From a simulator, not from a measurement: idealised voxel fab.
The process module presented herein is designated voxel fin reveal.
Xsec cut, 190 nm wide, square cell size 5 nm.
Cross-section spec: square-cell grid; bands listed top down; each band is one or more rows. Each band's line starts with the height of the band's top and of its bottom, in nm. Then come its materials from left to right, each with its width in nm. One material with "everywhere" fills the band from edge to edge. "air" is empty space. Where do heights start? At 0: under that level the wafer as delivered is made of one material only. And the lowest band has no floor; it just carries on downward, as in "0 -> down". So if you see something like "30..40" for the width, read it as the top row of the band sitting at the first number and the bottom row at the second, with every row in between moving by the same amount as the last. For the purposes of this document, the phrase "nothing changed" attached to a step denotes that no cell within the cross-section was modified by that step. "Unvented cavities" means: voids of 8 cells or more that are shut off from the top with no open way through. Written width x height at distance, distance from the left edge, in nm. Where a step's line continues beyond its settings, the continuation is a remark by the simulator itself on that step. overlay nm: step with mask; distance mask lay right of planned place; negative value = left of planned place. Note on reading: below, each pair holds a cross-section from before one process step and one from after it; the one from after shows only down to the lowest band that changed. Beneath the pair, the step in between is stated along with its settings. The pairs can stem from different runs of this module on the same starting wafer. Where a pair's entry headed "State before" says so, and only there, that pair continues from the pair above it.
State before:
* 0 -> down: Si everywhere
* Unvented cavities: none
Post-Process Section:
* 5 -> 0: SiN everywhere
* Nothing below the height 0 has changed.
* Unvented cavities: none
As a process note, the step between the before and after cross-sections shown above is CONFORMAL_DEP: material SiN, thk nm 5
State before: check the pair just above; its after cross-section is our before state.
Post-Process Section:
* 25 -> 5: air=20  resist=15  air=30  resist=15  air=30  resist=15  air=30  resist=15  air=20
* Nothing below the height 5 has changed.
* Unvented cavities: none
As a process note, the step between the before and after cross-sections shown above is PATTERN: tone cover, mask id FINS, material resist, width nm 15, pitch nm 45, thk nm 20, overlay nm 0
State before: check the pair just above; its after cross-section is our before state.
Post-Process Section:
* 25 -> 5: air=20  resist=15  air=30  resist=15  air=30  resist=15  air=30  resist=15  air=20
* 5 -> 0: air=20  SiN=15  air=30  SiN=15  air=30  SiN=15  air=30  SiN=15  air=20
* Nothing below the height 0 has changed.
* Unvented cavities: none
As a process note, the step between the before and after cross-sections shown above is DIRECTIONAL_ETCH: etch materials SiN, depth nm 5
State before: check the pair just above; its after cross-section is our before state.
Post-Process Section:
* 25 -> 5: air=20  resist=15  air=30  resist=15  air=30  resist=15  air=30  resist=15  air=20
* 5 -> 0: air=20  SiN=15  air=30  SiN=15  air=30  SiN=15  air=30  SiN=15  air=20
* 0 -> -35: air=20  Si=15  air=30  Si=15  air=30  Si=15  air=30  Si=15  air=20
* Nothing below the height -35 has changed.
* Unvented cavities: none
As a process note, the step between the before and after cross-sections shown above is DIRECTIONAL_ETCH: etch materials Si, depth nm 35
State before: check the pair just above; its after cross-section is our before state.
Post-Process Section:
* 5 -> 0: air=20  SiN=15  air=30  SiN=15  air=30  SiN=15  air=30  SiN=15  air=20
* Nothing below the height 0 has changed.
* Unvented cavities: none
As a process note, the step between the before and after cross-sections shown above is STRIP: etch materials resist
State before: check the pair just above; its after cross-section is our before state.
Post-Process Section:
* 5 -> 0: air=20  SiN=15  air=30  SiN=15  air=30  SiN=15  air=30  SiN=15  air=20
* 0 -> -35: air=20  SiO2=5  Si=5  SiO2=5  air=30  SiO2=5  Si=5  SiO2=5  air=30  SiO2=5  Si=5  SiO2=5  air=30  SiO2=5  Si=5  SiO2=5  air=20
* -35 -> -40: SiO2=25  Si=5  SiO2=40  Si=5  SiO2=40  Si=5  SiO2=40  Si=5  SiO2=25
* Nothing below the height -40 has changed.
* Unvented cavities: none
As a process note, the step between the before and after cross-sections shown above is OXIDIZE: depth nm 5
State before: check the pair just above; its after cross-section is our before state.
Post-Process Section:
* 10 -> 5: SiO2 everywhere
* 5 -> 0: SiO2=20  SiN=15  SiO2=30  SiN=15  SiO2=30  SiN=15  SiO2=30  SiN=15  SiO2=20
* 0 -> -40: SiO2=25  Si=5  SiO2=40  Si=5  SiO2=40  Si=5  SiO2=40  Si=5  SiO2=25
* Nothing below the height -40 has changed.
* Unvented cavities: none
As a process note, the step between the before and after cross-sections shown above is FILL_DEP: material SiO2, thk nm 5
State before: check the pair just above; its after cross-section is our before state.
Post-Process Section:
* 5 -> 0: SiO2=20  SiN=15  SiO2=30  SiN=15  SiO2=30  SiN=15  SiO2=30  SiN=15  SiO2=20
* Nothing below the height 0 has changed.
* Unvented cavities: none
As a process note, the step between the before and after cross-sections shown above is CMP: height nm 5
State before: check the pair just above; its after cross-section is our before state.
Post-Process Section:
* 5 -> 0: air=20  SiN=15  air=30  SiN=15  air=30  SiN=15  air=30  SiN=15  air=20
* 0 -> -10: air=25  Si=5  air=40  Si=5  air=40  Si=5  air=40  Si=5  air=25
* Nothing below the height -10 has changed.
* Unvented cavities: none
As a process note, the step between the before and after cross-sections shown above is SELECTIVE_ETCH: etch materials SiO2, depth nm 15
State before: check the pair just above; its after cross-section is our before state.
Post-Process Section:
* 0 -> -10: air=25  Si=5  air=40  Si=5  air=40  Si=5  air=40  Si=5  air=25
* Nothing below the height -10 has changed.
* Unvented cavities: none
As a process note, the step between the before and after cross-sections shown above is STRIP: etch materials SiN
State before: check the pair just above; its after cross-section is our before state.
Post-Process Section:
* 5 -> 0: air=20  SiO2=15  air=30  SiO2=15  air=30  SiO2=15  air=30  SiO2=15  air=20
* 0 -> -5: air=20  SiO2=5  Si=5  SiO2=5  air=30  SiO2=5  Si=5  SiO2=5  air=30  SiO2=5  Si=5  SiO2=5  air=30  SiO2=5  Si=5  SiO2=5  air=20
* -5 -> -40: SiO2=25  Si=5  SiO2=40  Si=5  SiO2=40  Si=5  SiO2=40  Si=5  SiO2=25
* Nothing below the height -40 has changed.
* Unvented cavities: none
As a process note, the step between the before and after cross-sections shown above is CONFORMAL_DEP: material SiO2, thk nm 5
State before:
* 5 -> 0: air=20  SiN=15  air=30  SiN=15  air=30  SiN=15  air=30  SiN=15  air=20
* 0 -> -10: air=25  Si=5  air=40  Si=5  air=40  Si=5  air=40  Si=5  air=25
* -10 -> -40: SiO2=25  Si=5  SiO2=40  Si=5  SiO2=40  Si=5  SiO2=40  Si=5  SiO2=25
* -40 -> down: Si everywhere
* Unvented cavities: none
Post-Process Section:
* 5 -> 0: air=20  SiN=15  air=30  SiN=15  air=30  SiN=15  air=30  SiN=15  air=20
* 0 -> -25: air=25  Si=5  air=40  Si=5  air=40  Si=5  air=40  Si=5  air=25
* Nothing below the height -25 has changed.
* Unvented cavities: none
As a process note, the step between the before and after cross-sections shown above is SELECTIVE_ETCH: etch materials SiO2, depth nm 15
State before: check the pair just above; its after cross-section is our before state.
Post-Process Section:
* 0 -> -25: air=25  Si=5  air=40  Si=5  air=40  Si=5  air=40  Si=5  air=25
* Nothing below the height -25 has changed.
* Unvented cavities: none
As a process note, the step between the before and after cross-sections shown above is STRIP: etch materials SiN
State before: check the pair just above; its after cross-section is our before state.
Post-Process Section:
* 5 -> 0: air=20  SiO2=15  air=30  SiO2=15  air=30  SiO2=15  air=30  SiO2=15  air=20
* 0 -> -20: air=20  SiO2=5  Si=5  SiO2=5  air=30  SiO2=5  Si=5  SiO2=5  air=30  SiO2=5  Si=5  SiO2=5  air=30  SiO2=5  Si=5  SiO2=5  air=20
* -20 -> -40: SiO2=25  Si=5  SiO2=40  Si=5  SiO2=40  Si=5  SiO2=40  Si=5  SiO2=25
* Nothing below the height -40 has changed.
* Unvented cavities: none
As a process note, the step between the before and after cross-sections shown above is CONFORMAL_DEP: material SiO2, thk nm 5
State before:
* 5 -> 0: SiO2=20  SiN=15  SiO2=30  SiN=15  SiO2=30  SiN=15  SiO2=30  SiN=15  SiO2=20
* 0 -> -40: SiO2=25  Si=5  SiO2=40  Si=5  SiO2=40  Si=5  SiO2=40  Si=5  SiO2=25
* -40 -> down: Si everywhere
* Unvented cavities: none
Post-Process Section:
* 5 -> 0: SiO2=20  air=15  SiO2=30  air=15  SiO2=30  air=15  SiO2=30  air=15  SiO2=20
* Nothing below the height 0 has changed.
* Unvented cavities: none
As a process note, the step between the before and after cross-sections shown above is STRIP: etch materials SiN
State before: check the pair just above; its after cross-section is our before state.
Post-Process Section:
* 0 -> -10: air=25  Si=5  air=40  Si=5  air=40  Si=5  air=40  Si=5  air=25
* -10 -> -15: SiO2=5  air=20  Si=5  air=40  Si=5  air=40  Si=5  air=40  Si=5  air=20  SiO2=5
* Nothing below the height -15 has changed.
* Unvented cavities: none
As a process note, the step between the before and after cross-sections shown above is SELECTIVE_ETCH: etch materials SiO2, depth nm 15
State before: check the pair just above; its after cross-section is our before state.
Post-Process Section:
* 5 -> 0: air=20  SiO2=15  air=30  SiO2=15  air=30  SiO2=15  air=30  SiO2=15  air=20
* 0 -> -5: air=20  SiO2=5  Si=5  SiO2=5  air=30  SiO2=5  Si=5  SiO2=5  air=30  SiO2=5  Si=5  SiO2=5  air=30  SiO2=5  Si=5  SiO2=5  air=20
* -5 -> -10: SiO2=10  air=10  SiO2=5  Si=5  SiO2=5  air=30  SiO2=5  Si=5  SiO2=5  air=30  SiO2=5  Si=5  SiO2=5  air=30  SiO2=5  Si=5  SiO2=5  air=10  SiO2=10
* -10 -> -40: SiO2=25  Si=5  SiO2=40  Si=5  SiO2=40  Si=5  SiO2=40  Si=5  SiO2=25
* Nothing below the height -40 has changed.
* Unvented cavities: none
As a process note, the step between the before and after cross-sections shown above is CONFORMAL_DEP: material SiO2, thk nm 5
State before:
* 0 -> -10: air=25  Si=5  air=40  Si=5  air=40  Si=5  air=40  Si=5  air=25
* -10 -> -40: SiO2=25  Si=5  SiO2=40  Si=5  SiO2=40  Si=5  SiO2=40  Si=5  SiO2=25
* -40 -> down: Si everywhere
* Unvented cavities: none
Post-Process Section:
* 15 -> 5: air=10  SiO2=35  air=10  SiO2=35  air=10  SiO2=35  air=10  SiO2=35  air=10
* 5 -> 0: SiO2 everywhere
* 0 -> -40: SiO2=25  Si=5  SiO2=40  Si=5  SiO2=40  Si=5  SiO2=40  Si=5  SiO2=25
* Nothing below the height -40 has changed.
* Unvented cavities: none
As a process note, the step between the before and after cross-sections shown above is CONFORMAL_DEP: material SiO2, thk nm 15
State before:
* 5 -> 0: SiN everywhere
* 0 -> down: Si everywhere
* Unvented cavities: none
Post-Process Section:
* 25 -> 5: air=15  resist=25  air=20  resist=25  air=20  resist=25  air=20  resist=25  air=15
* Nothing below the height 5 has changed.
* Unvented cavities: none
As a process note, the step between the before and after cross-sections shown above is PATTERN: tone cover, mask id FINS, material resist, width nm 25, pitch nm 45, thk nm 20, overlay nm 0
State before: check the pair just above; its after cross-section is our before state.
Post-Process Section:
* 25 -> 5: air=15  resist=25  air=20  resist=25  air=20  resist=25  air=20  resist=25  air=15
* 5 -> 0: air=15  SiN=25  air=20  SiN=25  air=20  SiN=25  air=20  SiN=25  air=15
* Nothing below the height 0 has changed.
* Unvented cavities: none
As a process note, the step between the before and after cross-sections shown above is DIRECTIONAL_ETCH: etch materials SiN, depth nm 5
State before: check the pair just above; its after cross-section is our before state.
Post-Process Section:
* 25 -> 5: air=15  resist=25  air=20  resist=25  air=20  resist=25  air=20  resist=25  air=15
* 5 -> 0: air=15  SiN=25  air=20  SiN=25  air=20  SiN=25  air=20  SiN=25  air=15
* 0 -> -35: air=15  Si=25  air=20  Si=25  air=20  Si=25  air=20  Si=25  air=15
* Nothing below the height -35 has changed.
* Unvented cavities: none
As a process note, the step between the before and after cross-sections shown above is DIRECTIONAL_ETCH: etch materials Si, depth nm 35
State before: check the pair just above; its after cross-section is our before state.
Post-Process Section:
* 5 -> 0: air=15  SiN=25  air=20  SiN=25  air=20  SiN=25  air=20  SiN=25  air=15
* Nothing below the height 0 has changed.
* Unvented cavities: none
As a process note, the step between the before and after cross-sections shown above is STRIP: etch materials resist
State before: check the pair just above; its after cross-section is our before state.
Post-Process Section:
* 5 -> 0: air=15  SiN=25  air=20  SiN=25  air=20  SiN=25  air=20  SiN=25  air=15
* 0 -> -35: air=15  SiO2=5  Si=15  SiO2=5  air=20  SiO2=5  Si=15  SiO2=5  air=20  SiO2=5  Si=15  SiO2=5  air=20  SiO2=5  Si=15  SiO2=5  air=15
* -35 -> -40: SiO2=20  Si=15  SiO2=30  Si=15  SiO2=30  Si=15  SiO2=30  Si=15  SiO2=20
* Nothing below the height -40 has changed.
* Unvented cavities: none
As a process note, the step between the before and after cross-sections shown above is OXIDIZE: depth nm 5
State before: check the pair just above; its after cross-section is our before state.
Post-Process Section:
* 10 -> 5: SiO2 everywhere
* 5 -> 0: SiO2=15  SiN=25  SiO2=20  SiN=25  SiO2=20  SiN=25  SiO2=20  SiN=25  SiO2=15
* 0 -> -40: SiO2=20  Si=15  SiO2=30  Si=15  SiO2=30  Si=15  SiO2=30  Si=15  SiO2=20
* Nothing below the height -40 has changed.
* Unvented cavities: none
As a process note, the step between the before and after cross-sections shown above is FILL_DEP: material SiO2, thk nm 5
State before: check the pair just above; its after cross-section is our before state.
Post-Process Section:
* 5 -> 0: SiO2=15  SiN=25  SiO2=20  SiN=25  SiO2=20  SiN=25  SiO2=20  SiN=25  SiO2=15
* Nothing below the height 0 has changed.
* Unvented cavities: none
As a process note, the step between the before and after cross-sections shown above is CMP: height nm 5
State before: check the pair just above; its after cross-section is our before state.
Post-Process Section:
* 5 -> 0: air=15  SiN=25  air=20  SiN=25  air=20  SiN=25  air=20  SiN=25  air=15
* 0 -> -10: air=20  Si=15  air=30  Si=15  air=30  Si=15  air=30  Si=15  air=20
* Nothing below the height -10 has changed.
* Unvented cavities: none
As a process note, the step between the before and after cross-sections shown above is SELECTIVE_ETCH: etch materials SiO2, depth nm 15
State before: check the pair just above; its after cross-section is our before state.
Post-Process Section:
* 0 -> -10: air=20  Si=15  air=30  Si=15  air=30  Si=15  air=30  Si=15  air=20
* Nothing below the height -10 has changed.
* Unvented cavities: none
As a process note, the step between the before and after cross-sections shown above is STRIP: etch materials SiN
State before: check the pair just above; its after cross-section is our before state.
Post-Process Section:
* 5 -> 0: air=15  SiO2=25  air=20  SiO2=25  air=20  SiO2=25  air=20  SiO2=25  air=15
* 0 -> -5: air=15  SiO2=5  Si=15  SiO2=5  air=20  SiO2=5  Si=15  SiO2=5  air=20  SiO2=5  Si=15  SiO2=5  air=20  SiO2=5  Si=15  SiO2=5  air=15
* -5 -> -40: SiO2=20  Si=15  SiO2=30  Si=15  SiO2=30  Si=15  SiO2=30  Si=15  SiO2=20
* Nothing below the height -40 has changed.
* Unvented cavities: none
As a process note, the step between the before and after cross-sections shown above is CONFORMAL_DEP: material SiO2, thk nm 5
State before:
* 5 -> 0: SiN everywhere
* 0 -> down: Si everywhere
* Unvented cavities: none
Post-Process Section:
* 25 -> 5: air=15  resist=15  air=30  resist=15  air=30  resist=15  air=30  resist=15  air=25
* Nothing below the height 5 has changed.
* Unvented cavities: none
As a process note, the step between the before and after cross-sections shown above is PATTERN: tone cover, mask id FINS, material resist, width nm 15, pitch nm 45, thk nm 20, overlay nm -5
State before: check the pair just above; its after cross-section is our before state.
Post-Process Section:
* 25 -> 5: air=15  resist=15  air=30  resist=15  air=30  resist=15  air=30  resist=15  air=25
* 5 -> 0: air=15  SiN=15  air=30  SiN=15  air=30  SiN=15  air=30  SiN=15  air=25
* Nothing below the height 0 has changed.
* Unvented cavities: none
As a process note, the step between the before and after cross-sections shown above is DIRECTIONAL_ETCH: etch materials SiN, depth nm 5
State before: check the pair just above; its after cross-section is our before state.
Post-Process Section:
* 25 -> 5: air=15  resist=15  air=30  resist=15  air=30  resist=15  air=30  resist=15  air=25
* 5 -> 0: air=15  SiN=15  air=30  SiN=15  air=30  SiN=15  air=30  SiN=15  air=25
* 0 -> -35: air=15  Si=15  air=30  Si=15  air=30  Si=15  air=30  Si=15  air=25
* Nothing below the height -35 has changed.
* Unvented cavities: none
As a process note, the step between the before and after cross-sections shown above is DIRECTIONAL_ETCH: etch materials Si, depth nm 35
State before: check the pair just above; its after cross-section is our before state.
Post-Process Section:
* 5 -> 0: air=15  SiN=15  air=30  SiN=15  air=30  SiN=15  air=30  SiN=15  air=25
* Nothing below the height 0 has changed.
* Unvented cavities: none
As a process note, the step between the before and after cross-sections shown above is STRIP: etch materials resist
State before: check the pair just above; its after cross-section is our before state.
Post-Process Section:
* 5 -> 0: air=15  SiN=15  air=30  SiN=15  air=30  SiN=15  air=30  SiN=15  air=25
* 0 -> -35: air=15  SiO2=5  Si=5  SiO2=5  air=30  SiO2=5  Si=5  SiO2=5  air=30  SiO2=5  Si=5  SiO2=5  air=30  SiO2=5  Si=5  SiO2=5  air=25
* -35 -> -40: SiO2=20  Si=5  SiO2=40  Si=5  SiO2=40  Si=5  SiO2=40  Si=5  SiO2=30
* Nothing below the height -40 has changed.
* Unvented cavities: none
As a process note, the step between the before and after cross-sections shown above is OXIDIZE: depth nm 5
State before: check the pair just above; its after cross-section is our before state.
Post-Process Section:
* 10 -> 5: SiO2 everywhere
* 5 -> 0: SiO2=15  SiN=15  SiO2=30  SiN=15  SiO2=30  SiN=15  SiO2=30  SiN=15  SiO2=25
* 0 -> -40: SiO2=20  Si=5  SiO2=40  Si=5  SiO2=40  Si=5  SiO2=40  Si=5  SiO2=30
* Nothing below the height -40 has changed.
* Unvented cavities: none
As a process note, the step between the before and after cross-sections shown above is FILL_DEP: material SiO2, thk nm 5
State before: check the pair just above; its after cross-section is our before state.
Post-Process Section:
* 5 -> 0: SiO2=15  SiN=15  SiO2=30  SiN=15  SiO2=30  SiN=15  SiO2=30  SiN=15  SiO2=25
* Nothing below the height 0 has changed.
* Unvented cavities: none
As a process note, the step between the before and after cross-sections shown above is CMP: height nm 5
State before: check the pair just above; its after cross-section is our before state.
Post-Process Section:
* 5 -> 0: air=15  SiN=15  air=30  SiN=15  air=30  SiN=15  air=30  SiN=15  air=25
* 0 -> -10: air=20  Si=5  air=40  Si=5  air=40  Si=5  air=40  Si=5  air=30
* Nothing below the height -10 has changed.
* Unvented cavities: none
As a process note, the step between the before and after cross-sections shown above is SELECTIVE_ETCH: etch materials SiO2, depth nm 15
State before: check the pair just above; its after cross-section is our before state.
Post-Process Section:
* 0 -> -10: air=20  Si=5  air=40  Si=5  air=40  Si=5  air=40  Si=5  air=30
* Nothing below the height -10 has changed.
* Unvented cavities: none
As a process note, the step between the before and after cross-sections shown above is STRIP: etch materials SiN
State before: check the pair just above; its after cross-section is our before state.
Post-Process Section:
* 5 -> 0: air=15  SiO2=15  air=30  SiO2=15  air=30  SiO2=15  air=30  SiO2=15  air=25
* 0 -> -5: air=15  SiO2=5  Si=5  SiO2=5  air=30  SiO2=5  Si=5  SiO2=5  air=30  SiO2=5  Si=5  SiO2=5  air=30  SiO2=5  Si=5  SiO2=5  air=25
* -5 -> -40: SiO2=20  Si=5  SiO2=40  Si=5  SiO2=40  Si=5  SiO2=40  Si=5  SiO2=30
* Nothing below the height -40 has changed.
* Unvented cavities: none
As a process note, the step between the before and after cross-sections shown above is CONFORMAL_DEP: material SiO2, thk nm 5
State before:
* 5 -> 0: air=20  SiN=15  air=30  SiN=15  air=30  SiN=15  air=30  SiN=15  air=20
* 0 -> -35: air=20  SiO2=5  Si=5  SiO2=5  air=30  SiO2=5  Si=5  SiO2=5  air=30  SiO2=5  Si=5  SiO2=5  air=30  SiO2=5  Si=5  SiO2=5  air=20
* -35 -> -40: SiO2=25  Si=5  SiO2=40  Si=5  SiO2=40  Si=5  SiO2=40  Si=5  SiO2=25
* -40 -> down: Si everywhere
* Unvented cavities: none
Post-Process Section:
* 10 -> 0: SiN everywhere
* 0 -> -35: SiN=20  SiO2=5  Si=5  SiO2=5  SiN=30  SiO2=5  Si=5  SiO2=5  SiN=30  SiO2=5  Si=5  SiO2=5  SiN=30  SiO2=5  Si=5  SiO2=5  SiN=20
* Nothing below the height -35 has changed.
* Unvented cavities: none
As a process note, the step between the before and after cross-sections shown above is FILL_DEP: material SiN, thk nm 5
State before: check the pair just above; its after cross-section is our before state.
Post-Process Section:
* 5 -> 0: SiN everywhere
* Nothing below the height 0 has changed.
* Unvented cavities: none
As a process note, the step between the before and after cross-sections shown above is CMP: height nm 5
State before: check the pair just above; its after cross-section is our before state.
Post-Process Section:
* 0 -> -35: air=20  SiO2=5  Si=5  SiO2=5  air=30  SiO2=5  Si=5  SiO2=5  air=30  SiO2=5  Si=5  SiO2=5  air=30  SiO2=5  Si=5  SiO2=5  air=20
* Nothing below the height -35 has changed.
* Unvented cavities: none
As a process note, the step between the before and after cross-sections shown above is STRIP: etch materials SiN
State before: check the pair just above; its after cross-section is our before state.
Post-Process Section:
* 5 -> 0: air=15  SiO2=25  air=20  SiO2=25  air=20  SiO2=25  air=20  SiO2=25  air=15
* 0 -> -30: air=15  SiO2=10  Si=5  SiO2=10  air=20  SiO2=10  Si=5  SiO2=10  air=20  SiO2=10  Si=5  SiO2=10  air=20  SiO2=10  Si=5  SiO2=10  air=15
* -30 -> -40: SiO2=25  Si=5  SiO2=40  Si=5  SiO2=40  Si=5  SiO2=40  Si=5  SiO2=25
* Nothing below the height -40 has changed.
* Unvented cavities: none
As a process note, the step between the before and after cross-sections shown above is CONFORMAL_DEP: material SiO2, thk nm 5
State before:
* 5 -> 0: SiN everywhere
* 0 -> down: Si everywhere
* Unvented cavities: none
Post-Process Section:
* 25 -> 5: resist=20  air=15  resist=30  air=15  resist=30  air=15  resist=30  air=15  resist=20
* Nothing below the height 5 has changed.
* Unvented cavities: none
As a process note, the step between the before and after cross-sections shown above is PATTERN: tone open, mask id FINS, material resist, width nm 15, pitch nm 45, thk nm 20, overlay nm 0
State before: check the pair just above; its after cross-section is our before state.
Post-Process Section:
* 25 -> 5: resist=20  air=15  resist=30  air=15  resist=30  air=15  resist=30  air=15  resist=20
* 5 -> 0: SiN=20  air=15  SiN=30  air=15  SiN=30  air=15  SiN=30  air=15  SiN=20
* Nothing below the height 0 has changed.
* Unvented cavities: none
As a process note, the step between the before and after cross-sections shown above is DIRECTIONAL_ETCH: etch materials SiN, depth nm 5
State before: check the pair just above; its after cross-section is our before state.
Post-Process Section:
* 25 -> 5: resist=20  air=15  resist=30  air=15  resist=30  air=15  resist=30  air=15  resist=20
* 5 -> 0: SiN=20  air=15  SiN=30  air=15  SiN=30  air=15  SiN=30  air=15  SiN=20
* 0 -> -35: Si=20  air=15  Si=30  air=15  Si=30  air=15  Si=30  air=15  Si=20
* Nothing below the height -35 has changed.
* Unvented cavities: none
As a process note, the step between the before and after cross-sections shown above is DIRECTIONAL_ETCH: etch materials Si, depth nm 35
State before: check the pair just above; its after cross-section is our before state.
Post-Process Section:
* 5 -> 0: SiN=20  air=15  SiN=30  air=15  SiN=30  air=15  SiN=30  air=15  SiN=20
* Nothing below the height 0 has changed.
* Unvented cavities: none
As a process note, the step between the before and after cross-sections shown above is STRIP: etch materials resist
State before: check the pair just above; its after cross-section is our before state.
Post-Process Section:
* 5 -> 0: SiN=20  air=15  SiN=30  air=15  SiN=30  air=15  SiN=30  air=15  SiN=20
* 0 -> -35: Si=15  SiO2=5  air=15  SiO2=5  Si=20  SiO2=5  air=15  SiO2=5  Si=20  SiO2=5  air=15  SiO2=5  Si=20  SiO2=5  air=15  SiO2=5  Si=15
* -35 -> -40: Si=15  SiO2=25  Si=20  SiO2=25  Si=20  SiO2=25  Si=20  SiO2=25  Si=15
* Nothing below the height -40 has changed.
* Unvented cavities: none
As a process note, the step between the before and after cross-sections shown above is OXIDIZE: depth nm 5
State before: check the pair just above; its after cross-section is our before state.
Post-Process Section:
* 10 -> 5: SiO2 everywhere
* 5 -> 0: SiN=20  SiO2=15  SiN=30  SiO2=15  SiN=30  SiO2=15  SiN=30  SiO2=15  SiN=20
* 0 -> -40: Si=15  SiO2=25  Si=20  SiO2=25  Si=20  SiO2=25  Si=20  SiO2=25  Si=15
* Nothing below the height -40 has changed.
* Unvented cavities: none
As a process note, the step between the before and after cross-sections shown above is FILL_DEP: material SiO2, thk nm 5
State before: check the pair just above; its after cross-section is our before state.
Post-Process Section:
* 5 -> 0: SiN=20  SiO2=15  SiN=30  SiO2=15  SiN=30  SiO2=15  SiN=30  SiO2=15  SiN=20
* Nothing below the height 0 has changed.
* Unvented cavities: none
As a process note, the step between the before and after cross-sections shown above is CMP: height nm 5
State before: check the pair just above; its after cross-section is our before state.
Post-Process Section:
* 5 -> 0: SiN=20  air=15  SiN=30  air=15  SiN=30  air=15  SiN=30  air=15  SiN=20
* 0 -> -10: Si=15  air=25  Si=20  air=25  Si=20  air=25  Si=20  air=25  Si=15
* Nothing below the height -10 has changed.
* Unvented cavities: none
As a process note, the step between the before and after cross-sections shown above is SELECTIVE_ETCH: etch materials SiO2, depth nm 15
State before: check the pair just above; its after cross-section is our before state.
Post-Process Section:
* 0 -> -10: Si=15  air=25  Si=20  air=25  Si=20  air=25  Si=20  air=25  Si=15
* Nothing below the height -10 has changed.
* Unvented cavities: none
As a process note, the step between the before and after cross-sections shown above is STRIP: etch materials SiN
State before: check the pair just above; its after cross-section is our before state.
Post-Process Section:
* 5 -> 0: SiO2=20  air=15  SiO2=30  air=15  SiO2=30  air=15  SiO2=30  air=15  SiO2=20
* 0 -> -5: Si=15  SiO2=5  air=15  SiO2=5  Si=20  SiO2=5  air=15  SiO2=5  Si=20  SiO2=5  air=15  SiO2=5  Si=20  SiO2=5  air=15  SiO2=5  Si=15
* -5 -> -40: Si=15  SiO2=25  Si=20  SiO2=25  Si=20  SiO2=25  Si=20  SiO2=25  Si=15
* Nothing below the height -40 has changed.
* Unvented cavities: none
As a process note, the step between the before and after cross-sections shown above is CONFORMAL_DEP: material SiO2, thk nm 5
